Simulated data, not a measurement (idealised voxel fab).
Module name: voxel double patterning (process module)
In the cross-section labelled cut, the width is 260 nm and each square cell is 5 nm.
The cross-sections in this document take the form of a grid made of square cells. They are written out as bands, in order from top to bottom. Each band consists of one or more rows of cells. Read a band's entry like this: the first values are the height of its top and the height of its bottom in nm, and what follows is the sequence of materials from left to right, each with its width in nm. Note that "air" is empty space, and that a single material marked "all across" reaches across the band from edge to edge. Heights are measured from 0, the level below which the as-received wafer is all one material; the lowest band has no bottom and continues downward, written as in "0 down". Top row gets the first number, bottom row gets the second, and each row in between changes by the same step: that is how a band width like "30..40" works. Any step labelled "no change" changed none of the cells in the cross-section. Reported under the label "Sealed void inventory" are the empty spaces having no open way to the top and comprising 8 cells or more; the notation for each is width x height at distance, in which the distance is measured from the left edge and all three values are in nm. Note: text after step settings on the step line = simulator remark on that step. overlay nm: where the mask lay relative to plan, measured to the right, on steps with a mask; negatives go left.
# The planned process steps are enumerated hereunder
1. op RECEIVE | material Si
2. op CONFORMAL_DEP | material SiO2 | thk nm 5
3. op DIRECTIONAL_DEP | material TiN | thk nm 15
4. op DIRECTIONAL_DEP | material SiCN | thk nm 10
5. op MASKED_ETCH | tone open | mask id FIRST | width nm 15 | pitch nm 50 | etch materials SiCN | depth nm 10 | overlay nm 0
6. op MASKED_ETCH | tone open | mask id SECOND | width nm 15 | pitch nm 50 | etch materials SiCN | depth nm 10 | overlay nm 0
7. op DIRECTIONAL_ETCH | etch materials TiN | depth nm 15
8. op STRIP | etch materials SiCN
# This is the cross-section of the wafer as we received it, i.e. after step 1
* 0 down: Si all across
* Sealed void inventory: none
# The plan above was carried out on the starting structure above with one mistake, and this cross-section shows the wafer at the end of the module
* 35 to 20: TiN=70, air=15, TiN=10, air=15, TiN=10, air=15, TiN=10, air=15, TiN=10, air=15, TiN=75
* 20 to 5: TiN all across
* 5 to 0: SiO2 all across
* 0 down: Si all across
* Sealed void inventory: none
So what did we get wrong on this run? it should be noted that step 3 of the plan was executed twice
